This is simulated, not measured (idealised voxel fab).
Herein follows the process module entitled voxel released beams.
Square cells of 5 nm make up the cross-section cut, whose width is 245 nm.
A cross-section in this document is a grid of square cells, and it is written down as bands, the top band listed before the ones below it; a band is made up of one or more rows of cells. Top height, bottom height, nm. Materials left to right, width each, nm. Single material + "edge to edge" = fills band edge to edge. "air" = empty. Note: height 0 marks the level under which the wafer is uniformly one material as received. Lowest band unbounded below, written "0 and below". Think of "30->40" as a width that walks from the first number to the second as you go down the band, top row to bottom row, taking equal-sized steps from row to row. Reading "same as before" for a step: not a cell of the cross-section changed in it. Voids not open to the top, 8 cells minimum: see "Unvented voids". Written width x height at distance; distance is from the left edge; nm. Heads up: the bit after the settings on a step's line is the simulator's remark on that step. "overlay nm" denotes, for a step that has a mask, the displacement of the mask to the right of its planned place, with negative values corresponding to the left.
### The steps planned for the process are as follows
1) RECEIVE: material Si
2) CONFORMAL_DEP: material Al2O3, thk nm 5
3) DIRECTIONAL_DEP: material SiO2, thk nm 15
4) DIRECTIONAL_DEP: material aC, thk nm 10
5) PATTERN: tone open, mask id ANCHOR, material resist, width nm 25, thk nm 30, overlay nm 0
6) DIRECTIONAL_ETCH: etch materials aC, depth nm 10
7) STRIP: etch materials resist
8) DIRECTIONAL_ETCH: etch materials SiO2, depth nm 15
9) STRIP: etch materials aC
10) CONFORMAL_DEP: material polySi, thk nm 10
11) DIRECTIONAL_DEP: material aC, thk nm 15
12) PATTERN: tone cover, mask id BEAM, material resist, width nm 70, thk nm 30, overlay nm 0
13) DIRECTIONAL_ETCH: etch materials aC, depth nm 15
14) STRIP: etch materials resist
15) DIRECTIONAL_ETCH: etch materials polySi, depth nm 10
16) STRIP: etch materials aC
17) STRIP: etch materials SiO2
Be aware that, although all wafers share a common starting state, the width nm at step 12 differs among them, and the plan displays the first wafer's value.
### As-received state after step 1, first of several wafers, cross-section
0 and below  Si edge to edge
Unvented voids: none
### What follows is a table in which each wafer occupies a row; for the wafer as it stands at the close of the module, the row states, material by material, how many cells have been gained (+) or lost (-) since receipt, and then gives its closed voids
width nm 70; +49 Al2O3; +40 polySi; Unvented voids: none
width nm 75; +49 Al2O3; +42 polySi; Unvented voids: none
width nm 80; +49 Al2O3; +44 polySi; Unvented voids: none
width nm 85; +49 Al2O3; +46 polySi; Unvented voids: none
width nm 90; +49 Al2O3; +48 polySi; Unvented voids: none
width nm 95; +49 Al2O3; +50 polySi; Unvented voids: none
